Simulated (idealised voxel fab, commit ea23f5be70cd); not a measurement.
Process module, titled voxel capacitor over wiring
FYI the section here is cut, 280 nm wide, cells are 5 nm squares.
Square cells in a grid make up a cross-section in this document, and the grid is given as bands, listed from the top down, each one or more rows of cells.
Top height, bottom height, nm. Materials left to right, width each, nm. Single material + "edge to edge" = fills band edge to edge. "air" = empty.
It should be noted that heights are counted from 0, beneath which the wafer as supplied is of one material throughout, and that the lowest band possesses no lower boundary but continues downward, as written in "0..down".
Per-row width for "30..40": begins at first number (top row of band), ends at second number (bottom row), increment between rows held constant.
Where a step carries "same as before", the cross-section came out of it unchanged, cell for cell.
The entry titled "Sealed voids" provides the empty spaces that have no open way to the top, restricted to those of 8 cells or more. Each is presented as width x height at distance, the distance being measured from the left edge, with all three in nm.
Where a step's line continues beyond its settings, the continuation is a remark by the simulator itself on that step.
The line of a step may include "overlay nm". On a step with a mask, this value is how far to the right of its planned place the mask lay. A negative value means the mask lay to the left.

-- So here's the lineup of process steps we planned
- 1: RECEIVE (material Si)
- 2: CONFORMAL_DEP (material SiO2; thk nm 15)
- 3: DIRECTIONAL_DEP (material TiN; thk nm 5)
- 4: DIRECTIONAL_DEP (material W; thk nm 15)
- 5: PATTERN (tone cover; mask id METAL_1; material resist; width nm 30; pitch nm 100; thk nm 20; overlay nm 0)
- 6: DIRECTIONAL_ETCH (etch materials W; depth nm 15)
- 7: DIRECTIONAL_ETCH (etch materials TiN; depth nm 5)
- 8: STRIP (etch materials resist)
- 9: FILL_DEP (material lowk; thk nm 5)
- 10: CMP (height nm 35)
- 11: CONFORMAL_DEP (material SiCN; thk nm 5)
- 12: DIRECTIONAL_DEP (material lowk; thk nm 20)
- 13: DIRECTIONAL_DEP (material aC; thk nm 10)
- 14: PATTERN (tone open; mask id PLUG_1; material resist; width nm 15; thk nm 30; overlay nm 0)
- 15: DIRECTIONAL_ETCH (etch materials aC; depth nm 10)
- 16: STRIP (etch materials resist)
- 17: DIRECTIONAL_ETCH (etch materials lowk; depth nm 20)
- 18: DIRECTIONAL_ETCH (etch materials SiCN; depth nm 5)
- 19: STRIP (etch materials aC)
- 20: EPI (material Ru; thk nm 10)
- 21: EPI (material Ru; thk nm 10)
- 22: EPI (material Ru; thk nm 5)
- 23: DIRECTIONAL_DEP (material TiN; thk nm 5)
- 24: DIRECTIONAL_DEP (material HfO2; thk nm 5)
- 25: DIRECTIONAL_DEP (material TiN; thk nm 10)
- 26: MASKED_ETCH (tone cover; mask id UPPER_PLATE; width nm 75; etch materials TiN; depth nm 10; overlay nm 0)
- 27: MASKED_ETCH (tone cover; mask id UPPER_PLATE; width nm 75; etch materials HfO2; depth nm 5; overlay nm 0)
- 28: DIRECTIONAL_DEP (material aC; thk nm 10)
- 29: PATTERN (tone cover; mask id LOWER_PLATE; material resist; width nm 85; thk nm 30; overlay nm 0)
- 30: DIRECTIONAL_ETCH (etch materials aC; depth nm 10)
- 31: STRIP (etch materials resist)
- 32: DIRECTIONAL_ETCH (etch materials TiN; depth nm 5)
- 33: STRIP (etch materials aC)
- 34: FILL_DEP (material SiO2; thk nm 20)
- 35: CMP (height nm 95)
- 36: DIRECTIONAL_DEP (material aC; thk nm 15)
- 37: PATTERN (tone open; mask id PLUG_2; material resist; width nm 15; thk nm 30; overlay nm 0)
- 38: DIRECTIONAL_ETCH (etch materials aC; depth nm 15)
- 39: STRIP (etch materials resist)
- 40: DIRECTIONAL_ETCH (etch materials SiO2; depth nm 15)
- 41: STRIP (etch materials aC)
- 42: CONFORMAL_DEP (material TiN; thk nm 5)
- 43: FILL_DEP (material Ru; thk nm 5)
- 44: CMP (height nm 95)
- 45: CONFORMAL_DEP (material SiCN; thk nm 5)

-- Cross-section of the wafer upon arrival, representing the state reached after step 1
- 0..down = Si edge to edge
- Sealed voids: none

-- The first of the two wafers as seen in cross-section once the module was finished; processing followed the plan
- 100..95 = SiCN edge to edge
- 95..85 = SiO2 100 nm | TiN 5 nm | Ru 5 nm | TiN 5 nm | SiO2 165 nm
- 85..80 = SiO2 100 nm | TiN 15 nm | SiO2 165 nm
- 80..70 = SiO2 90 nm | TiN 75 nm | SiO2 115 nm
- 70..65 = SiO2 90 nm | HfO2 75 nm | SiO2 115 nm
- 65..60 = SiO2 85 nm | TiN 85 nm | SiO2 110 nm
- 60..40 = lowk 90 nm | Ru 15 nm | lowk 175 nm
- 40..35 = SiCN 90 nm | Ru 15 nm | SiCN 175 nm
- 35..20 = lowk 75 nm | W 30 nm | lowk 70 nm | W 30 nm | lowk 75 nm
- 20..15 = lowk 75 nm | TiN 30 nm | lowk 70 nm | TiN 30 nm | lowk 75 nm
- 15..0 = SiO2 edge to edge
- 0..down = Si edge to edge
- Sealed voids: none

-- Wafer two, sectioned after the module: the first wafer's start, the first wafer's plan, and one mistake in how it was run
- 100..95 = SiCN edge to edge
- 95..85 = SiO2 100 nm | TiN 5 nm | Ru 5 nm | TiN 5 nm | SiO2 165 nm
- 85..80 = SiO2 100 nm | TiN 15 nm | SiO2 165 nm
- 80..70 = SiO2 90 nm | TiN 75 nm | SiO2 115 nm
- 70..65 = SiO2 90 nm | HfO2 75 nm | SiO2 115 nm
- 65..60 = SiO2 90 nm | TiN 75 nm | SiO2 115 nm
- 60..40 = lowk 90 nm | Ru 15 nm | lowk 175 nm
- 40..35 = SiCN 90 nm | Ru 15 nm | SiCN 175 nm
- 35..20 = lowk 75 nm | W 30 nm | lowk 70 nm | W 30 nm | lowk 75 nm
- 20..15 = lowk 75 nm | TiN 30 nm | lowk 70 nm | TiN 30 nm | lowk 75 nm
- 15..0 = SiO2 edge to edge
- 0..down = Si edge to edge
- Sealed voids: none
Error vs. plan: step 29 deviated from plan and actually ran as PATTERN (tone cover; mask id LOWER_PLATE; material resist; width nm 75; thk nm 30; overlay nm 0)
The second wafer ends with more or fewer cells of some materials than the first, per final count: SiO2: 2 more, TiN: 2 fewer
